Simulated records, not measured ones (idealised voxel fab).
Presented below is a process module, voxel self aligned vias.
Each square cell in cross-section cut measures 5 nm, and the section as a whole is 235 nm wide.
Format of a cross-section: grid, square cells. Given as bands. Order: top down. Band: one or more rows of cells. In this notation a band is specified by the heights of its top and bottom, in that order and in nm, after which its materials appear from left to right, each paired with its width in nm. The word "all across" attached to a single material means that material fills the band from edge to edge; the word "blank" stands for empty space. Convention: height 0 is the level below which the wafer, as received, is all one material. The lowest band does not terminate at the bottom but continues downward, represented as "z 0 and below". A two-number width, for instance "30->40", indicates that the width is equal to the first number in the top row of the band and to the second number in the bottom row, and that it changes by a constant amount per row of cells. Key: "no alterations made" - step with no changed cell in the cross-section. "Tabulated closed voids" means: voids of 8 cells or more that are shut off from the top with no open way through. Written width x height at distance, distance from the left edge, in nm. It should be noted that, on the line of a given step, the content following the step's settings is a remark produced by the simulator itself with respect to that step. overlay nm: where the mask lay relative to plan, measured to the right, on steps with a mask; negatives go left.

## Process steps (planned)
| 1 | RECEIVE: material Si |
| 2 | CONFORMAL_DEP: material SiO2, thk nm 10 |
| 3 | CONFORMAL_DEP: material SiCN, thk nm 5 |
| 4 | DIRECTIONAL_DEP: material lowk, thk nm 30 |
| 5 | DIRECTIONAL_DEP: material aC, thk nm 10 |
| 6 | PATTERN: tone open, mask id LINES, material resist, width nm 20, pitch nm 45, thk nm 25, overlay nm 0 |
| 7 | DIRECTIONAL_ETCH: etch materials aC, depth nm 10 |
| 8 | STRIP: etch materials resist |
| 9 | DIRECTIONAL_ETCH: etch materials lowk, depth nm 30 |
| 10 | STRIP: etch materials aC |
| 11 | CONFORMAL_DEP: material TiN, thk nm 5 |
| 12 | FILL_DEP: material W, thk nm 5 |
| 13 | CMP: height nm 45 |
| 14 | SELECTIVE_ETCH: etch materials W Ru TiN, depth nm 10 |
| 15 | FILL_DEP: material SiN, thk nm 10 |
| 16 | CMP: height nm 45 |
| 17 | DIRECTIONAL_DEP: material lowk, thk nm 20 |
| 18 | MASKED_ETCH: tone open, mask id VIAS, width nm 30, etch materials lowk, depth nm 20, overlay nm 0 |
| 19 | MASKED_ETCH: tone open, mask id VIAS, width nm 30, etch materials SiN, depth nm 10, overlay nm 0 |
| 20 | CONFORMAL_DEP: material TiN, thk nm 5 |
| 21 | FILL_DEP: material Cu, thk nm 5 |
| 22 | CMP: height nm 65 |
| 23 | CONFORMAL_DEP: material SiCN, thk nm 5 |

## First out of two wafers; run went to plan

## This is the cross-section of the wafer as we received it, i.e. after step 1
- z 0 and below = Si all across
- Tabulated closed voids: none

## Wafer section view after processing step 2
- z 10 to 0 = SiO2 all across
- Below 0 it's all the same as before, nothing changed down there.

## Wafer section view after processing step 3
- z 15 to 10 = SiCN all across
- Below 10 it's all the same as before, nothing changed down there.

## Wafer section view after processing step 4
- z 45 to 15 = lowk all across
- Below 15 it's all the same as before, nothing changed down there.

## Wafer section view after processing step 5
- z 55 to 45 = aC all across
- Below 45 it's all the same as before, nothing changed down there.

## Wafer section view after processing step 6
- z 80 to 55 = 85 nm resist  20 nm blank  25 nm resist  20 nm blank  85 nm resist
- Below 55 it's all the same as before, nothing changed down there.

## Wafer section view after processing step 7
- z 70 to 55 = 85 nm resist  20 nm blank  25 nm resist  20 nm blank  85 nm resist
- z 55 to 45 = 85 nm aC  20 nm blank  25 nm aC  20 nm blank  85 nm aC
- Below 45 it's all the same as before, nothing changed down there.

## Wafer section view after processing step 8
- z 55 to 45 = 85 nm aC  20 nm blank  25 nm aC  20 nm blank  85 nm aC
- Below 45 it's all the same as before, nothing changed down there.

## Wafer section view after processing step 9
- z 55 to 45 = 85 nm aC  20 nm blank  25 nm aC  20 nm blank  85 nm aC
- z 45 to 15 = 85 nm lowk  20 nm blank  25 nm lowk  20 nm blank  85 nm lowk
- Below 15 it's all the same as before, nothing changed down there.

## Wafer section view after processing step 10
- z 45 to 15 = 85 nm lowk  20 nm blank  25 nm lowk  20 nm blank  85 nm lowk
- Below 15 it's all the same as before, nothing changed down there.

## Wafer section view after processing step 11
- z 50 to 45 = 90 nm TiN  10 nm blank  35 nm TiN  10 nm blank  90 nm TiN
- z 45 to 20 = 85 nm lowk  5 nm TiN  10 nm blank  5 nm TiN  25 nm lowk  5 nm TiN  10 nm blank  5 nm TiN  85 nm lowk
- z 20 to 15 = 85 nm lowk  20 nm TiN  25 nm lowk  20 nm TiN  85 nm lowk
- Below 15 it's all the same as before, nothing changed down there.

## Wafer section view after processing step 12
- z 55 to 50 = W all across
- z 50 to 45 = 90 nm TiN  10 nm W  35 nm TiN  10 nm W  90 nm TiN
- z 45 to 20 = 85 nm lowk  5 nm TiN  10 nm W  5 nm TiN  25 nm lowk  5 nm TiN  10 nm W  5 nm TiN  85 nm lowk
- Below 20 it's all the same as before, nothing changed down there.

## Wafer section view after processing step 13
- z 45 to 20 = 85 nm lowk  5 nm TiN  10 nm W  5 nm TiN  25 nm lowk  5 nm TiN  10 nm W  5 nm TiN  85 nm lowk
- Below 20 it's all the same as before, nothing changed down there.

## Wafer section view after processing step 14
- z 45 to 35 = 85 nm lowk  20 nm blank  25 nm lowk  20 nm blank  85 nm lowk
- Below 35 it's all the same as before, nothing changed down there.

## Wafer section view after processing step 15
- z 55 to 45 = SiN all across
- z 45 to 35 = 85 nm lowk  20 nm SiN  25 nm lowk  20 nm SiN  85 nm lowk
- Below 35 it's all the same as before, nothing changed down there.

## Wafer section view after processing step 16
- z 45 to 35 = 85 nm lowk  20 nm SiN  25 nm lowk  20 nm SiN  85 nm lowk
- Below 35 it's all the same as before, nothing changed down there.

## Wafer section view after processing step 17
- z 65 to 45 = lowk all across
- Below 45 it's all the same as before, nothing changed down there.

## Wafer section view after processing step 18
- z 65 to 45 = 80 nm lowk  30 nm blank  125 nm lowk
- Below 45 it's all the same as before, nothing changed down there.

## Wafer section view after processing step 19
- z 65 to 45 = 80 nm lowk  30 nm blank  125 nm lowk
- z 45 to 35 = 85 nm lowk  20 nm blank  25 nm lowk  20 nm SiN  85 nm lowk
- Below 35 it's all the same as before, nothing changed down there.

## Wafer section view after processing step 20
- z 70 to 65 = 85 nm TiN  20 nm blank  130 nm TiN
- z 65 to 50 = 80 nm lowk  5 nm TiN  20 nm blank  5 nm TiN  125 nm lowk
- z 50 to 45 = 80 nm lowk  10 nm TiN  10 nm blank  10 nm TiN  125 nm lowk
- z 45 to 40 = 85 nm lowk  5 nm TiN  10 nm blank  5 nm TiN  25 nm lowk  20 nm SiN  85 nm lowk
- z 40 to 35 = 85 nm lowk  20 nm TiN  25 nm lowk  20 nm SiN  85 nm lowk
- Below 35 it's all the same as before, nothing changed down there.

## Wafer section view after processing step 21
- z 75 to 70 = Cu all across
- z 70 to 65 = 85 nm TiN  20 nm Cu  130 nm TiN
- z 65 to 50 = 80 nm lowk  5 nm TiN  20 nm Cu  5 nm TiN  125 nm lowk
- z 50 to 45 = 80 nm lowk  10 nm TiN  10 nm Cu  10 nm TiN  125 nm lowk
- z 45 to 40 = 85 nm lowk  5 nm TiN  10 nm Cu  5 nm TiN  25 nm lowk  20 nm SiN  85 nm lowk
- Below 40 it's all the same as before, nothing changed down there.

## Wafer section view after processing step 22
- z 65 to 50 = 80 nm lowk  5 nm TiN  20 nm Cu  5 nm TiN  125 nm lowk
- Below 50 it's all the same as before, nothing changed down there.

## Wafer section view after processing step 23
- z 70 to 65 = SiCN all across
- Below 65 it's all the same as before, nothing changed down there.

## Second wafer, same starting state and plan as the first, one mistake in the run, identical through step 17

## The second wafer in cross-section, at the planned close of step 18
- z 65 to 45 = 80 nm lowk  30 nm blank  125 nm lowk
- z 45 to 40 = 80 nm lowk  5 nm blank  20 nm SiN  5 nm blank  20 nm lowk  20 nm SiN  85 nm lowk
- Below 40 it's all the same as before, nothing changed down there.

## The second wafer in cross-section, at the planned close of step 19
- z 65 to 45 = 80 nm lowk  30 nm blank  125 nm lowk
- z 45 to 35 = 80->85 nm lowk  30->20 nm blank  20->25 nm lowk  20 nm SiN  85 nm lowk
- Below 35 it's all the same as before, nothing changed down there.

## The second wafer in cross-section, at the planned close of step 20
- z 70 to 65 = 85 nm TiN  20 nm blank  130 nm TiN
- z 65 to 45 = 80 nm lowk  5 nm TiN  20 nm blank  5 nm TiN  125 nm lowk
- z 45 to 40 = 80 nm lowk  10 nm TiN  10 nm blank  10 nm TiN  20 nm lowk  20 nm SiN  85 nm lowk
- z 40 to 35 = 85 nm lowk  20 nm TiN  25 nm lowk  20 nm SiN  85 nm lowk
- Below 35 it's all the same as before, nothing changed down there.

## The second wafer in cross-section, at the planned close of step 21
- z 75 to 70 = Cu all across
- z 70 to 65 = 85 nm TiN  20 nm Cu  130 nm TiN
- z 65 to 45 = 80 nm lowk  5 nm TiN  20 nm Cu  5 nm TiN  125 nm lowk
- z 45 to 40 = 80 nm lowk  10 nm TiN  10 nm Cu  10 nm TiN  20 nm lowk  20 nm SiN  85 nm lowk
- Below 40 it's all the same as before, nothing changed down there.

## The second wafer in cross-section, at the planned close of step 22
- z 65 to 45 = 80 nm lowk  5 nm TiN  20 nm Cu  5 nm TiN  125 nm lowk
- Below 45 it's all the same as before, nothing changed down there.

## The second wafer in cross-section, at the planned close of step 23
- z 70 to 65 = SiCN all across
- Below 65 it's all the same as before, nothing changed down there.
Short version of what went wrong: note that step 18 departed from the planned setting and was carried out as MASKED_ETCH: tone open, mask id VIAS, width nm 30, etch materials lowk, depth nm 25, overlay nm 0
Looking at both finished wafers in cells, the second ends up ahead of or behind the first on some materials: +2 Cu, -2 lowk
